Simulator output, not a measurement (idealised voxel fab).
This is a process module. Its name is voxel ribs on slabs.
We display cut, a cross-section 170 nm in width whose square cells are each 5 nm.
We lay out every cross-section as a grid of square cells and spell it out in bands from the top down, where one band means one or more rows of cells. A band entry consists of two parts. The first gives the height of the band's top and the height of its bottom, in nm. The rest lists the band's materials from left to right, each with its width in nm. A single material labelled with the word "everywhere" fills the band from edge to edge, and the word "air" marks empty space. Height is counted from the level 0, under which the received wafer is composed throughout of one material. The lowest of the bands is not closed at the bottom but continues downward, in the notation "top 0, no bottom". With a width like "30 to 40", each row of cells in the band differs from the next by the same amount, the top row carrying the first number and the bottom row the second. "all unchanged" means the step left every cell of the cross-section as it was. "Enclosed void inventory": sealed empty spaces, 8 cells or more, no open way to top, listed width x height at distance, with distance from the left edge and width, height and distance in nm. Read whatever lies past the settings on a step's line as the simulator's own remark about the step. "overlay nm" on a masked step: distance the mask lay right of its planned place, negative for left.

# plan
1) RECEIVE,material Si
2) DIRECTIONAL_DEP,material SiO2,thk nm 30
3) DIRECTIONAL_DEP,material SiN,thk nm 15
4) PATTERN,tone cover,mask id RIB,material resist,width nm 20,thk nm 15,overlay nm 0
5) DIRECTIONAL_ETCH,etch materials SiN,depth nm 10
6) STRIP,etch materials resist
7) DIRECTIONAL_DEP,material aC,thk nm 15
8) PATTERN,tone cover,mask id SLAB,material resist,width nm 70,thk nm 35,overlay nm 0
9) DIRECTIONAL_ETCH,etch materials aC,depth nm 15
10) STRIP,etch materials resist
11) DIRECTIONAL_ETCH,etch materials SiN,depth nm 5
12) STRIP,etch materials aC
13) FILL_DEP,material SiO2,thk nm 20
14) CMP,height nm 55
15) DIRECTIONAL_DEP,material W,thk nm 10
16) DIRECTIONAL_DEP,material aC,thk nm 10
17) PATTERN,tone cover,mask id HEATER,material resist,width nm 30,thk nm 25,overlay nm 0
18) DIRECTIONAL_ETCH,etch materials aC,depth nm 10
19) STRIP,etch materials resist
20) DIRECTIONAL_ETCH,etch materials W,depth nm 5
21) STRIP,etch materials aC
22) CONFORMAL_DEP,material SiN,thk nm 5
The value of depth nm given for step 20 in the plan refers to the first wafer; the wafers vary in this setting and are alike at the start.

# Cross-section, first of several wafers, as delivered after step 1
- top 0, no bottom: Si everywhere
- Enclosed void inventory: none

# Once step 22, the last step, is complete, the module is at its end; this is the cross-section of the first of several wafers
- top 70, bottom 65: 65 nm air, 40 nm SiN, 65 nm air
- top 65, bottom 60: 70 nm SiN, 30 nm W, 70 nm SiN
- top 60, bottom 55: W everywhere
- top 55, bottom 45: SiO2 everywhere
- top 45, bottom 35: 75 nm SiO2, 20 nm SiN, 75 nm SiO2
- top 35, bottom 30: 50 nm SiO2, 70 nm SiN, 50 nm SiO2
- top 30, bottom 0: SiO2 everywhere
- top 0, no bottom: Si everywhere
- Enclosed void inventory: none

# At the end of the module, the last of several wafers in cross-section
- top 70, bottom 65: 65 nm air, 40 nm SiN, 65 nm air
- top 65, bottom 60: 65 nm air, 5 nm SiN, 30 nm W, 5 nm SiN, 65 nm air
- top 60, bottom 55: 70 nm SiN, 30 nm W, 70 nm SiN
- top 55, bottom 45: SiO2 everywhere
- top 45, bottom 35: 75 nm SiO2, 20 nm SiN, 75 nm SiO2
- top 35, bottom 30: 50 nm SiO2, 70 nm SiN, 50 nm SiO2
- top 30, bottom 0: SiO2 everywhere
- top 0, no bottom: Si everywhere
- Enclosed void inventory: none

# Where each wafer stands at the end of the module, a row apiece: cells of each material gained (+) or lost (-) since it was received, then closed voids
depth nm 5, +58 SiN, +352 SiO2, +40 W, Enclosed void inventory: none
depth nm 10, +60 SiN, +352 SiO2, +12 W, Enclosed void inventory: none
depth nm 15, +60 SiN, +352 SiO2, +12 W, Enclosed void inventory: none
depth nm 20, +60 SiN, +352 SiO2, +12 W, Enclosed void inventory: none
depth nm 25, +60 SiN, +352 SiO2, +12 W, Enclosed void inventory: none
